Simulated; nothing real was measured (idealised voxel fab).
Process module heading - voxel capacitor over wiring
The figure presents cross-section cut, which has a width of 240 nm and is divided into square cells with an edge length of 5 nm.
When this document writes out a cross-section, it uses a grid of square cells and lists it as bands, beginning at the top and moving down, with a band standing for one or more rows of cells. This entry defines a band. It first specifies the height of the band's top and the height of its bottom in nm, and then specifies the band's materials from left to right, stating each material with its width in nm. The word "edge to edge" identifies a single material that fills the band from edge to edge, while the word "empty" identifies empty space. Measure heights from 0. That's the level where, below it, the as-received wafer is all one material. The lowest band is bottomless and extends downward; write it as in "0 down". Note: "30->40" means the width goes from the first number (top row of the band) to the second number (bottom row) in equal steps per row of cells. Step marked "no change"? Then no cell in the cross-section changed in it. "Closed void register" lists enclosed empty spaces (at least 8 cells, no open path upward to the top), each as width x height at distance from the left edge, in nm. On each step's line, the part that comes after the settings is the simulator's own comment on the step. overlay nm: on a step with a mask, how far right of its planned place the mask lay; negative means left.

**The planned process steps are enumerated hereunder**
- 1: RECEIVE [material Si]
- 2: CONFORMAL_DEP [material SiO2] [thk nm 15]
- 3: DIRECTIONAL_DEP [material TiN] [thk nm 5]
- 4: DIRECTIONAL_DEP [material W] [thk nm 15]
- 5: MASKED_ETCH [tone cover] [mask id METAL_1] [width nm 30] [pitch nm 90] [etch materials W] [depth nm 15] [overlay nm 0]
- 6: MASKED_ETCH [tone cover] [mask id METAL_1] [width nm 30] [pitch nm 90] [etch materials TiN] [depth nm 5] [overlay nm 0]
- 7: FILL_DEP [material SiO2] [thk nm 5]
- 8: CMP [height nm 35]
- 9: CONFORMAL_DEP [material SiCN] [thk nm 5]
- 10: DIRECTIONAL_DEP [material SiO2] [thk nm 20]
- 11: DIRECTIONAL_DEP [material aC] [thk nm 10]
- 12: PATTERN [tone open] [mask id PLUG_1] [material resist] [width nm 15] [thk nm 30] [overlay nm 0]
- 13: DIRECTIONAL_ETCH [etch materials aC] [depth nm 5]
- 14: STRIP [etch materials resist]
- 15: DIRECTIONAL_ETCH [etch materials SiO2] [depth nm 20]
- 16: DIRECTIONAL_ETCH [etch materials SiCN] [depth nm 5]
- 17: STRIP [etch materials aC]
- 18: EPI [material Ru] [thk nm 10]
- 19: EPI [material Ru] [thk nm 10]
- 20: EPI [material Ru] [thk nm 5]
- 21: DIRECTIONAL_DEP [material TiN] [thk nm 5]
- 22: DIRECTIONAL_DEP [material SiN] [thk nm 5]
- 23: DIRECTIONAL_DEP [material TiN] [thk nm 5]
- 24: MASKED_ETCH [tone cover] [mask id UPPER_PLATE] [width nm 65] [etch materials TiN] [depth nm 5] [overlay nm 0]
- 25: MASKED_ETCH [tone cover] [mask id UPPER_PLATE] [width nm 65] [etch materials SiN] [depth nm 5] [overlay nm 0]
- 26: MASKED_ETCH [tone cover] [mask id LOWER_PLATE] [width nm 75] [etch materials TiN] [depth nm 5] [overlay nm 0]
- 27: FILL_DEP [material SiO2] [thk nm 20]
- 28: CMP [height nm 90]
- 29: DIRECTIONAL_DEP [material aC] [thk nm 10]
- 30: PATTERN [tone open] [mask id PLUG_2] [material resist] [width nm 15] [thk nm 30] [overlay nm 0]
- 31: DIRECTIONAL_ETCH [etch materials aC] [depth nm 10]
- 32: STRIP [etch materials resist]
- 33: DIRECTIONAL_ETCH [etch materials SiO2] [depth nm 15]
- 34: STRIP [etch materials aC]
- 35: CONFORMAL_DEP [material TiN] [thk nm 5]
- 36: FILL_DEP [material W] [thk nm 5]
- 37: CMP [height nm 90]
- 38: CONFORMAL_DEP [material SiCN] [thk nm 5]
Every wafer here starts from the same state; it is the step 13 depth nm that distinguishes them, and the value the plan gives belongs to the first wafer.

**First wafer of several, as received: cross-section after step 1**
    0 down: Si edge to edge
    Closed void register: none

**Cross-section, first of several wafers, end of module, after last step 38**
    95 to 90: SiCN edge to edge
    90 to 80: 85 of SiO2 / 5 of TiN / 5 of W / 5 of TiN / 140 of SiO2
    80 to 70: 85->75 of SiO2 / 15->65 of TiN / 140->100 of SiO2
    70 to 65: 75 of SiO2 / 65 of SiN / 100 of SiO2
    65 to 60: 70 of SiO2 / 75 of TiN / 95 of SiO2
    60 to 40: SiO2 edge to edge
    40 to 35: SiCN edge to edge
    35 to 20: 60 of SiO2 / 30 of W / 60 of SiO2 / 30 of W / 60 of SiO2
    20 to 15: 60 of SiO2 / 30 of TiN / 60 of SiO2 / 30 of TiN / 60 of SiO2
    15 to 0: SiO2 edge to edge
    0 down: Si edge to edge
    Closed void register: none

**Cross-sectional view of the final wafer of several at the module's end**
    95 to 90: SiCN edge to edge
    90 to 80: 85 of SiO2 / 5 of TiN / 5 of W / 5 of TiN / 140 of SiO2
    80 to 70: 85->75 of SiO2 / 15->65 of TiN / 140->100 of SiO2
    70 to 65: 75 of SiO2 / 65 of SiN / 100 of SiO2
    65 to 60: 70 of SiO2 / 75 of TiN / 95 of SiO2
    60 to 40: 75 of SiO2 / 15 of Ru / 150 of SiO2
    40 to 35: 75 of SiCN / 15 of Ru / 150 of SiCN
    35 to 20: 60 of SiO2 / 30 of W / 60 of SiO2 / 30 of W / 60 of SiO2
    20 to 15: 60 of SiO2 / 30 of TiN / 60 of SiO2 / 30 of TiN / 60 of SiO2
    15 to 0: SiO2 edge to edge
    0 down: Si edge to edge
    Closed void register: none

**Below is a per-wafer table. In it, each row describes the wafer at the end of the module by giving, for each material, the number of cells gained (+) or lost (-) since the wafer was received, and after that the closed voids of the wafer**
depth nm 5; +96 SiCN; +13 SiN; +718 SiO2; +47 TiN; +38 W; Closed void register: none
depth nm 10; +15 Ru; +93 SiCN; +13 SiN; +706 SiO2; +47 TiN; +38 W; Closed void register: none
depth nm 15; +15 Ru; +93 SiCN; +13 SiN; +706 SiO2; +47 TiN; +38 W; Closed void register: none
depth nm 20; +15 Ru; +93 SiCN; +13 SiN; +706 SiO2; +47 TiN; +38 W; Closed void register: none
depth nm 25; +15 Ru; +93 SiCN; +13 SiN; +706 SiO2; +47 TiN; +38 W; Closed void register: none
